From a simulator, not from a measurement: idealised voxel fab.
Process module name: voxel released beams
It is cross-section cut that appears here, measuring 215 nm in width, its square cells being 5 nm in size.
Heads up, the way a cross-section reads in here is a grid of square cells, handed over as bands from the top down, with every band being one or more rows of cells. The entry gives the band's vertical extent as a top height and a bottom height in nm, then its horizontal make-up as materials from left to right, each with a width in nm. "empty" stands for empty space; a single material marked "edge to edge" fills the band edge to edge. Below 0: as-received wafer, all one material; heights counted from there. Lowest band: no bottom, goes on down, written "0 and below". Width: "30->40" (first number = top row, second number = bottom row, same change from row to row of cells). Given "nothing was modified" for a step, no cell of the cross-section differs between before and after that step. Closed-off voids of 8+ cells (no open route to the top) go in "Unvented voids", written width x height at distance from the left edge, in nm. Heads up: the bit after the settings on a step's line is the simulator's remark on that step. On any step carrying a mask, the "overlay nm" setting, if present on the step's line, tells how far right of its planned place the mask lay; negative values point to the left.

[The steps planned for the process are as follows]
1: RECEIVE | material Si
2: CONFORMAL_DEP | material SiN | thk nm 10
3: DIRECTIONAL_DEP | material SiO2 | thk nm 10
4: DIRECTIONAL_DEP | material aC | thk nm 10
5: PATTERN | tone open | mask id ANCHOR | material resist | width nm 40 | thk nm 25 | overlay nm 0
6: DIRECTIONAL_ETCH | etch materials aC | depth nm 10
7: STRIP | etch materials resist
8: DIRECTIONAL_ETCH | etch materials SiO2 | depth nm 10
9: STRIP | etch materials aC
10: CONFORMAL_DEP | material polySi | thk nm 15
11: MASKED_ETCH | tone cover | mask id BEAM | width nm 100 | etch materials polySi | depth nm 15 | overlay nm 0
12: STRIP | etch materials SiO2

[Cross-section, incoming material, after step 1]
    0 and below: Si edge to edge
    Unvented voids: none

[One mistake in running the module, otherwise start and plan as above: cross-section at the end]
    25 down to 15: empty: 55 / polySi: 20 / empty: 10 / polySi: 70 / empty: 60
    15 down to 10: empty: 55 / polySi: 100 / empty: 60
    10 down to 0: empty: 60 / polySi: 40 / empty: 115
    0 and below: Si edge to edge
    Unvented voids: none
Heads up, the wafer didn't run the way we planned it: the plan's step 2 went unexecuted, having been skipped
